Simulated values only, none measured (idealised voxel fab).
Process module name: voxel ribs on slabs
Cross-section cut spans 280 nm and uses square cells 5 nm in size.
Square cells in a grid make up a cross-section in this document, and the grid is given as bands, listed from the top down, each one or more rows of cells. It is stipulated that each band's entry specify, in nanometres, the height of the top of the band and then that of its bottom, followed by the materials of the band in left-to-right sequence, each together with its width in nanometres. A single material marked by the word "edge to edge" is understood to fill the band from edge to edge; the word "air" is understood to denote empty space. Ref level 0: as-received wafer is one material below here. Bottom band extends down with no lower bound ("0 down"). Width "30->40": first value at the band's top row of cells, second value at its bottom row, equal change from row to row. What does "everything unchanged" mean for a step? It means no cell of the cross-section changed in that step. The list in "Fully enclosed voids" covers empty spaces of 8 cells or more that cannot reach the top through any open way, and it gives each as width x height at distance; the distance is from the left edge, and width, height and distance are in nm. What comes after the settings on a step's line is commentary from the simulator itself on that step. The line of a step may include "overlay nm". On a step with a mask, this value is how far to the right of its planned place the mask lay. A negative value means the mask lay to the left.

**Process steps foreseen in the plan**
- 1: RECEIVE [material Si]
- 2: DIRECTIONAL_DEP [material SiO2] [thk nm 30]
- 3: DIRECTIONAL_DEP [material SiN] [thk nm 20]
- 4: PATTERN [tone cover] [mask id RIB] [material resist] [width nm 15] [thk nm 15] [overlay nm 0]
- 5: DIRECTIONAL_ETCH [etch materials SiN] [depth nm 10]
- 6: STRIP [etch materials resist]
- 7: MASKED_ETCH [tone cover] [mask id SLAB] [width nm 45] [etch materials SiN] [depth nm 10] [overlay nm 0]
- 8: FILL_DEP [material SiO2] [thk nm 20]
- 9: CMP [height nm 60]
- 10: DIRECTIONAL_DEP [material W] [thk nm 5]
- 11: MASKED_ETCH [tone cover] [mask id HEATER] [width nm 25] [etch materials W] [depth nm 5] [overlay nm 0]
- 12: CONFORMAL_DEP [material SiO2] [thk nm 5]

**Cross-section of the wafer upon arrival, representing the state reached after step 1**
0 down: Si edge to edge
Fully enclosed voids: none

**Here's the cross-section of the first of our two wafers at the end of the module - it ran as planned**
70 to 65: air 120, SiO2 35, air 125
65 to 60: SiO2 125, W 25, SiO2 130
60 to 50: SiO2 edge to edge
50 to 40: SiO2 130, SiN 15, SiO2 135
40 to 30: SiO2 115, SiN 45, SiO2 120
30 to 0: SiO2 edge to edge
0 down: Si edge to edge
Fully enclosed voids: none

**Cross-section of the latter of the two wafers at module completion. It had an identical start and an identical plan to the former; in running it, one mistake was made**
70 to 65: air 120, SiO2 35, air 125
65 to 60: SiO2 125, W 25, SiO2 130
60 to 50: SiO2 edge to edge
50 to 40: SiO2 130, SiN 15, SiO2 135
40 to 30: SiO2 125, SiN 45, SiO2 110
30 to 0: SiO2 edge to edge
0 down: Si edge to edge
Fully enclosed voids: none
Against the plan, the run slipped here: rather than as planned, step 7 actually ran as MASKED_ETCH [tone cover] [mask id SLAB] [width nm 45] [etch materials SiN] [depth nm 10] [overlay nm 10]
Same inventory, different map: at the end, the second wafer holds as many cells of each material as the first, placed elsewhere.
